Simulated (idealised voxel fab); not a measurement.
process module | voxel tone inversion
cross-section cut | 265 nm wide | cells 5 nm
A cross-section is a grid of square cells, given in bands from the top down. A band is one or more rows of cells.
Each band's line starts with the height of the band's top and of its bottom, in nm. Then come its materials from left to right, each with its width in nm. One material with "throughout" fills the band from edge to edge. "air" is empty space.
Height 0 is the level under which the wafer as received is all one material. The lowest band goes on downwards, as in "0 down".
A width such as "30 to 40" changes by the same amount from each row of cells to the next, from the band's top row to its bottom row.
"no change" after a step means that no cell of the cross-section changed.
closed voids: empty space of 8 cells or more with no open way to the top, each as width x height at its distance from the left edge, in nm
after a step's settings: what the simulator itself notes on the step
overlay nm, on a step with a mask: how far to the right of its planned place the mask lay; to the left if negative
plan
1 op RECEIVE | material Si
2 op CONFORMAL_DEP | material SiCN | thk nm 10
3 op DIRECTIONAL_DEP | material polySi | thk nm 25
4 op PATTERN | tone cover | mask id POSTS | material resist | width nm 25 | pitch nm 40 | thk nm 35 | overlay nm 0
5 op DIRECTIONAL_ETCH | etch materials polySi | depth nm 25
6 op STRIP | etch materials resist
7 op FILL_DEP | material SiO2 | thk nm 10
8 op CMP | height nm 35
9 op STRIP | etch materials polySi
first wafer, as planned
as received, after step 1
  0 down: Si throughout
  closed voids: none
after step 2
  10 to 0: SiCN throughout
  below 0: unchanged
after step 3
  35 to 10: polySi throughout
  below 10: unchanged
after step 4
  70 to 35: air 80 | resist 25 | air 15 | resist 25 | air 15 | resist 25 | air 80
  below 35: unchanged
after step 5
  70 to 35: air 80 | resist 25 | air 15 | resist 25 | air 15 | resist 25 | air 80
  35 to 10: air 80 | polySi 25 | air 15 | polySi 25 | air 15 | polySi 25 | air 80
  below 10: unchanged
after step 6
  35 to 10: air 80 | polySi 25 | air 15 | polySi 25 | air 15 | polySi 25 | air 80
  below 10: unchanged
after step 7
  45 to 35: SiO2 throughout
  35 to 10: SiO2 80 | polySi 25 | SiO2 15 | polySi 25 | SiO2 15 | polySi 25 | SiO2 80
  below 10: unchanged
after step 8
  35 to 10: SiO2 80 | polySi 25 | SiO2 15 | polySi 25 | SiO2 15 | polySi 25 | SiO2 80
  below 10: unchanged
after step 9
  35 to 10: SiO2 80 | air 25 | SiO2 15 | air 25 | SiO2 15 | air 25 | SiO2 80
  below 10: unchanged
second wafer: like start, like plan, one mistake. Through step 6 it matches the first wafer
when step 7 should have ended
  45 to 35: SiCN throughout
  35 to 10: SiCN 80 | polySi 25 | SiCN 15 | polySi 25 | SiCN 15 | polySi 25 | SiCN 80
  below 10: unchanged
when step 8 should have ended
  35 to 10: SiCN 80 | polySi 25 | SiCN 15 | polySi 25 | SiCN 15 | polySi 25 | SiCN 80
  below 10: unchanged
when step 9 should have ended
  35 to 10: SiCN 80 | air 25 | SiCN 15 | air 25 | SiCN 15 | air 25 | SiCN 80
  below 10: unchanged
what went wrong: step 7 ran as: op FILL_DEP | material SiCN | thk nm 10
at the end the second wafer has, in cells: 190 more of SiCN | 190 fewer of SiO2
